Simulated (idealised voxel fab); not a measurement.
voxel transistor to metal: a process module
For reference, the cross-section in this document is cut, with width 270 nm and square cells of 5 nm.
Cross-sections here: square-cell grids, written as top-down lists of bands, a band being one or more rows of cells. Heads up on the band format: heights come first, top then bottom, in nm. After that it's the materials left to right, each with its width in nm. A single material flagged "edge to edge" fills the whole band edge to edge, and "blank" means there's empty space there. The level at which height equals 0 is the one under which the wafer, as it arrives, is entirely one material. No lower edge exists for the bottom band, which continues downward and is notated as in "0 down". The two numbers in a width such as "30..40" mark its ends across the band: the first belongs to the top row of cells, the second to the bottom row, and from each row to the next the width moves by the same amount. You'll sometimes find "nothing different" written for a step, and that's the way of saying that nowhere in the cross-section did a cell change during that step. The list in "Voids, enclosed" covers empty spaces of 8 cells or more that cannot reach the top through any open way, and it gives each as width x height at distance; the distance is from the left edge, and width, height and distance are in nm. Text after the settings on a step's line: the simulator's own remark on that step. Among the settings permitted on a step's line is "overlay nm"; applied to a step with a mask, it specifies the extent to which the mask lay to the right of its planned position, whereas a negative figure signifies a position to the left.
**Here's what the planned process steps look like**
1 RECEIVE with material Si
2 OXIDIZE with depth nm 5
3 CONFORMAL_DEP with material SiN, thk nm 15
4 DIRECTIONAL_DEP with material aC, thk nm 10
5 PATTERN with tone cover, mask id ACTIVE, material resist, width nm 105, pitch nm 125, thk nm 30, overlay nm 0
6 DIRECTIONAL_ETCH with etch materials aC, depth nm 10
7 STRIP with etch materials resist
8 DIRECTIONAL_ETCH with etch materials SiN, depth nm 15
9 DIRECTIONAL_ETCH with etch materials SiO2, depth nm 5
10 DIRECTIONAL_ETCH with etch materials Si, depth nm 30
11 STRIP with etch materials aC
12 FILL_DEP with material SiO2, thk nm 10
13 CMP with height nm 15
14 SELECTIVE_ETCH with etch materials SiO2, depth nm 15
15 STRIP with etch materials SiN
16 SELECTIVE_ETCH with etch materials SiO2, depth nm 5
17 OXIDIZE with depth nm 5
18 DIRECTIONAL_DEP with material polySi, thk nm 20
19 DIRECTIONAL_DEP with material SiCN, thk nm 15
20 MASKED_ETCH with tone cover, mask id GATE, width nm 25, pitch nm 125, etch materials SiCN, depth nm 25, overlay nm 0
21 MASKED_ETCH with tone cover, mask id GATE, width nm 25, pitch nm 125, etch materials polySi, depth nm 30, overlay nm 0
22 CONFORMAL_DEP with material SiO2, thk nm 5
23 DIRECTIONAL_ETCH with etch materials SiO2, depth nm 5
24 CONFORMAL_DEP with material SiN, thk nm 5
25 DIRECTIONAL_ETCH with etch materials SiN, depth nm 5
26 DIRECTIONAL_ETCH with etch materials SiO2, depth nm 5
27 EPI with material nSi, thk nm 5
28 FILL_DEP with material SiO2, thk nm 10
29 CMP with height nm 30
30 DIRECTIONAL_DEP with material SiO2, thk nm 15
31 DIRECTIONAL_DEP with material aC, thk nm 15
32 PATTERN with tone open, mask id CONTACT, material resist, width nm 30, thk nm 35, overlay nm 0
33 DIRECTIONAL_ETCH with etch materials aC, depth nm 15
34 STRIP with etch materials resist
35 DIRECTIONAL_ETCH with etch materials SiO2, depth nm 50
36 STRIP with etch materials aC
37 CONFORMAL_DEP with material TiN, thk nm 5
38 FILL_DEP with material Ru, thk nm 10
39 CMP with height nm 45
40 DIRECTIONAL_DEP with material TiN, thk nm 5
41 DIRECTIONAL_DEP with material W, thk nm 25
42 MASKED_ETCH with tone cover, mask id METAL_1, width nm 20, etch materials W, depth nm 25, overlay nm 0
43 MASKED_ETCH with tone cover, mask id METAL_1, width nm 20, etch materials TiN, depth nm 5, overlay nm 0
44 FILL_DEP with material lowk, thk nm 5
45 CMP with height nm 75
46 CONFORMAL_DEP with material SiN, thk nm 5
**Received-state cross-section, reflecting completion of step 1**
    0 down | Si edge to edge
    Voids, enclosed: none
**Figure: cross-sectional view of the wafer upon completion of the module, processed from the initial state and according to the plan depicted above, with one error introduced during execution**
    80 to 75 | SiN edge to edge
    75 to 70 | lowk=25  TiN=20  lowk=55  TiN=20  lowk=30  TiN=20  lowk=55  TiN=20  lowk=25
    70 to 45 | W edge to edge
    45 to 35 | SiO2=25  TiN=5  Ru=20  TiN=5  SiO2=35  TiN=5  Ru=20  TiN=5  SiO2=30  TiN=5  Ru=20  TiN=5  SiO2=35  TiN=5  Ru=20  TiN=5  SiO2=25
    35 to 30 | SiO2=25  TiN=5  Ru=15  TiN=10  SiO2=35  TiN=10  Ru=15  TiN=5  SiO2=30  TiN=5  Ru=15  TiN=10  SiO2=35  TiN=10  Ru=15  TiN=5  SiO2=25
    30 to 15 | SiO2=25  TiN=5  Ru=15  TiN=5  SiN=5  SiO2=5  SiCN=25  SiO2=5  SiN=5  TiN=5  Ru=15  TiN=5  SiO2=30  TiN=5  Ru=15  TiN=5  SiN=5  SiO2=5  SiCN=25  SiO2=5  SiN=5  TiN=5  Ru=15  TiN=5  SiO2=25
    15 to 0 | SiO2=25  TiN=5  Ru=15  TiN=5  SiN=5  SiO2=5  polySi=25  SiO2=5  SiN=5  TiN=5  Ru=15  TiN=5  SiO2=30  TiN=5  Ru=15  TiN=5  SiN=5  SiO2=5  polySi=25  SiO2=5  SiN=5  TiN=5  Ru=15  TiN=5  SiO2=25
    0 to -5 | SiO2=25  TiN=25  SiN=5  SiO2=5  polySi=25  SiO2=5  SiN=5  TiN=25  SiO2=30  TiN=25  SiN=5  SiO2=5  polySi=25  SiO2=5  SiN=5  TiN=25  SiO2=25
    -5 to -10 | SiO2=15  nSi=35  SiO2=45  nSi=35  SiO2=10  nSi=35  SiO2=45  nSi=35  SiO2=15
    -10 to -35 | SiO2=20  Si=105  SiO2=20  Si=105  SiO2=20
    -35 down | Si edge to edge
    Voids, enclosed: none
Finding, execution versus plan: sequence error: steps 40 and 41 interchanged
